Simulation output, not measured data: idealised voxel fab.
process module | voxel lift off
cross-section cut | 295 nm wide | cells 5 nm
A cross-section is a grid of square cells, given in bands from the top down. A band is one or more rows of cells.
Each band's line starts with the height of the band's top and of its bottom, in nm. Then come its materials from left to right, each with its width in nm. One material with "throughout" fills the band from edge to edge. "air" is empty space.
Height 0 is the level under which the wafer as received is all one material. The lowest band goes on downwards, as in "0 down".
A width such as "30 to 40" changes by the same amount from each row of cells to the next, from the band's top row to its bottom row.
"no change" after a step means that no cell of the cross-section changed.
closed voids: empty space of 8 cells or more with no open way to the top, each as width x height at its distance from the left edge, in nm
after a step's settings: what the simulator itself notes on the step
overlay nm, on a step with a mask: how far to the right of its planned place the mask lay; to the left if negative
plan
1 op RECEIVE | material Si
2 op CONFORMAL_DEP | material SiO2 | thk nm 5
3 op PATTERN | tone open | mask id LINES | material resist | width nm 20 | pitch nm 40 | thk nm 30 | overlay nm 0
4 op DIRECTIONAL_DEP | material Ru | thk nm 15
5 op STRIP | etch materials resist
6 op CONFORMAL_DEP | material SiN | thk nm 5
as received, after step 1
  0 down: Si throughout
  closed voids: none
first wafer at the end, as planned
  25 to 20: air 110 | SiN 30 | air 10 | SiN 30 | air 115
  20 to 10: air 110 | SiN 5 | Ru 20 | SiN 5 | air 10 | SiN 5 | Ru 20 | SiN 5 | air 115
  10 to 5: SiN 115 | Ru 20 | SiN 20 | Ru 20 | SiN 120
  5 to 0: SiO2 throughout
  0 down: Si throughout
  closed voids: none
second wafer at the end: like start, like plan, one mistake
  25 to 20: air 115 | SiN 30 | air 10 | SiN 30 | air 110
  20 to 10: air 115 | SiN 5 | Ru 20 | SiN 5 | air 10 | SiN 5 | Ru 20 | SiN 5 | air 110
  10 to 5: SiN 120 | Ru 20 | SiN 20 | Ru 20 | SiN 115
  5 to 0: SiO2 throughout
  0 down: Si throughout
  closed voids: none
what went wrong: step 3 ran as: op PATTERN | tone open | mask id LINES | material resist | width nm 20 | pitch nm 40 | thk nm 30 | overlay nm 5
at the end the second wafer has, in cells: as many of each material as the first, in other places
